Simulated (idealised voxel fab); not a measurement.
The name of this process module is voxel transistor to metal.
In the cross-section labelled cut, the width is 270 nm and each square cell is 5 nm.
Cross-section format: a grid of square cells, given as bands from top to bottom; each band is one or more rows of cells. Heights first: top, then bottom, in nm. Then materials, left to right, each with a width in nm. "full width" on a single material: fills the band edge to edge. "blank": empty space. Measure heights from 0. That's the level where, below it, the as-received wafer is all one material. The lowest band is bottomless and extends downward; write it as in "0..down". Quick explanation for "30..40": the width changes in equal steps down the rows of cells, from the first number in the band's top row to the second number in its bottom row. A step reported as "nothing changed" is a step in which no cell of the cross-section changed. "Closed void inventory" contains a list of empty spaces, each no smaller than 8 cells and without an open way to the top, written in the form width x height at distance with the distance from the left edge and all three in nm. Text after the settings on a step's line: the simulator's own remark on that step. "overlay nm" answers the question of how far to the right of plan the mask lay on a step that has a mask, and when it is negative the answer is to the left.
[Set out below are the planned steps of the process]
1 RECEIVE [material Si]
2 OXIDIZE [depth nm 5]
3 CONFORMAL_DEP [material SiN] [thk nm 15]
4 MASKED_ETCH [tone cover] [mask id ACTIVE] [width nm 105] [pitch nm 135] [etch materials SiN] [depth nm 15] [overlay nm 0]
5 MASKED_ETCH [tone cover] [mask id ACTIVE] [width nm 105] [pitch nm 135] [etch materials SiO2] [depth nm 5] [overlay nm 0]
6 MASKED_ETCH [tone cover] [mask id ACTIVE] [width nm 105] [pitch nm 135] [etch materials Si] [depth nm 35] [overlay nm 0]
7 OXIDIZE [depth nm 5]
8 FILL_DEP [material SiO2] [thk nm 15]
9 CMP [height nm 15]
10 SELECTIVE_ETCH [etch materials SiO2] [depth nm 15]
11 STRIP [etch materials SiN]
12 SELECTIVE_ETCH [etch materials SiO2] [depth nm 5]
13 OXIDIZE [depth nm 5]
14 DIRECTIONAL_DEP [material polySi] [thk nm 25]
15 DIRECTIONAL_DEP [material SiCN] [thk nm 15]
16 MASKED_ETCH [tone cover] [mask id GATE] [width nm 25] [pitch nm 135] [etch materials SiCN] [depth nm 25] [overlay nm 0]
17 MASKED_ETCH [tone cover] [mask id GATE] [width nm 25] [pitch nm 135] [etch materials polySi] [depth nm 35] [overlay nm 0]
18 CONFORMAL_DEP [material SiO2] [thk nm 5]
19 DIRECTIONAL_ETCH [etch materials SiO2] [depth nm 5]
20 CONFORMAL_DEP [material SiN] [thk nm 10]
21 DIRECTIONAL_ETCH [etch materials SiN] [depth nm 10]
22 DIRECTIONAL_ETCH [etch materials SiO2] [depth nm 5]
23 DIRECTIONAL_ETCH [etch materials Si] [depth nm 5]
24 EPI [material pSi] [thk nm 10]
25 FILL_DEP [material SiO2] [thk nm 10]
26 CMP [height nm 20]
27 STRIP [etch materials polySi]
28 SELECTIVE_ETCH [etch materials SiO2] [depth nm 5]
29 CONFORMAL_DEP [material HfO2] [thk nm 5]
30 CONFORMAL_DEP [material TiN] [thk nm 5]
31 FILL_DEP [material W] [thk nm 10]
32 CMP [height nm 15]
33 DIRECTIONAL_DEP [material SiO2] [thk nm 10]
34 DIRECTIONAL_DEP [material aC] [thk nm 10]
35 PATTERN [tone open] [mask id CONTACT] [material resist] [width nm 20] [thk nm 30] [overlay nm 0]
36 DIRECTIONAL_ETCH [etch materials aC] [depth nm 10]
37 STRIP [etch materials resist]
38 DIRECTIONAL_ETCH [etch materials SiO2] [depth nm 30]
39 STRIP [etch materials aC]
40 CONFORMAL_DEP [material TiN] [thk nm 5]
41 FILL_DEP [material W] [thk nm 10]
42 CMP [height nm 25]
43 CONFORMAL_DEP [material SiN] [thk nm 5]
44 DIRECTIONAL_DEP [material lowk] [thk nm 25]
45 DIRECTIONAL_DEP [material aC] [thk nm 15]
46 PATTERN [tone open] [mask id METAL_1] [material resist] [width nm 15] [thk nm 30] [overlay nm 0]
47 DIRECTIONAL_ETCH [etch materials aC] [depth nm 15]
48 STRIP [etch materials resist]
49 DIRECTIONAL_ETCH [etch materials lowk] [depth nm 25]
50 DIRECTIONAL_ETCH [etch materials SiN] [depth nm 5]
51 STRIP [etch materials aC]
52 CONFORMAL_DEP [material TiN] [thk nm 5]
53 FILL_DEP [material Cu] [thk nm 5]
54 CMP [height nm 55]
55 EPI [material Ru] [thk nm 5]
56 FILL_DEP [material SiCN] [thk nm 5]
Don't read the plan's width nm for step 46 as applying to every wafer: that's the first wafer's value, and the wafers differ in it, though they all start identical.
[Here's the first of the wafers in cross-section, just as we got it, i.e. after step 1]
    0..down = Si full width
    Closed void inventory: none
[Tabulated below, wafer by wafer, are the end-of-module results: for each material, the number of cells gained (+) or lost (-) relative to the as-received state, followed by the closed voids]
width nm 15; +20 Cu; +30 HfO2; +20 Ru; -236 Si; +88 SiCN; +74 SiN; +272 SiO2; +130 TiN; +50 W; +210 lowk; +44 pSi; Closed void inventory: none
width nm 20; +40 Cu; +30 HfO2; +24 Ru; -236 Si; +84 SiCN; +70 SiN; +272 SiO2; +134 TiN; +50 W; +190 lowk; +44 pSi; Closed void inventory: none
width nm 25; +60 Cu; +30 HfO2; +28 Ru; -236 Si; +80 SiCN; +66 SiN; +272 SiO2; +138 TiN; +50 W; +170 lowk; +44 pSi; Closed void inventory: none
width nm 30; +80 Cu; +30 HfO2; +32 Ru; -236 Si; +76 SiCN; +62 SiN; +272 SiO2; +142 TiN; +50 W; +150 lowk; +44 pSi; Closed void inventory: none
